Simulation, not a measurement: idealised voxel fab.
This section sets out a process module, namely voxel local oxidation.
For reference, the cross-section in this document is cut, with width 255 nm and square cells of 5 nm.
If you're reading a cross-section in this doc, picture square cells in a grid; it comes to you as bands, top ones listed first down to the bottom, and a band can be one or more rows of cells.
Each band's line starts with the height of the band's top and of its bottom, in nm. Then come its materials from left to right, each with its width in nm. One material with "throughout" fills the band from edge to edge. "empty" is empty space.
A quick word on heights: they are counted from 0, and under that level the wafer as it came to us is one material throughout. The lowest band is different from the rest in having no bottom; it simply continues downward, written as in "from 0 down".
Note: "30..40" means the width goes from the first number (top row of the band) to the second number (bottom row) in equal steps per row of cells.
When a step is marked "remains unaltered", none of the cells in the cross-section changed during that step.
"Catalogued sealed voids" specifies each empty space that is not open to the top and that occupies no fewer than 8 cells, using the form width x height at distance, the distance measured from the left edge and all three quantities in nm.
after a step's settings: what the simulator itself notes on the step
overlay nm: right-of-plan distance of the mask on a masked step; negative values mean left-of-plan.

PROCESS STEPS (PLANNED)
1,RECEIVE | material Si
2,OXIDIZE | depth nm 5
3,CONFORMAL_DEP | material SiN | thk nm 10
4,PATTERN | tone cover | mask id ACTIVE | material resist | width nm 105 | thk nm 20 | overlay nm 0
5,DIRECTIONAL_ETCH | etch materials SiN | depth nm 10
6,STRIP | etch materials resist
7,SELECTIVE_ETCH | etch materials SiO2 | depth nm 5
8,OXIDIZE | depth nm 10
9,STRIP | etch materials SiN

CROSS-SECTION: WAFER ON ARRIVAL = AFTER STEP 1
* from 0 down | Si throughout
* Catalogued sealed voids: none

WAFER CROSS-SECTION AT END OF MODULE: START AND PLAN AS SHOWN ABOVE, ONE EXECUTION ERROR
* from 0 to -5 | empty=70, then SiO2=95, then empty=90
* from -5 to -15 | SiO2=80, then Si=75, then SiO2=100
* from -15 down | Si throughout
* Catalogued sealed voids: none
Nonconformance to the process plan: step 4 ran differently from the plan; actual operation with settings: PATTERN | tone cover | mask id ACTIVE | material resist | width nm 105 | thk nm 20 | overlay nm -10
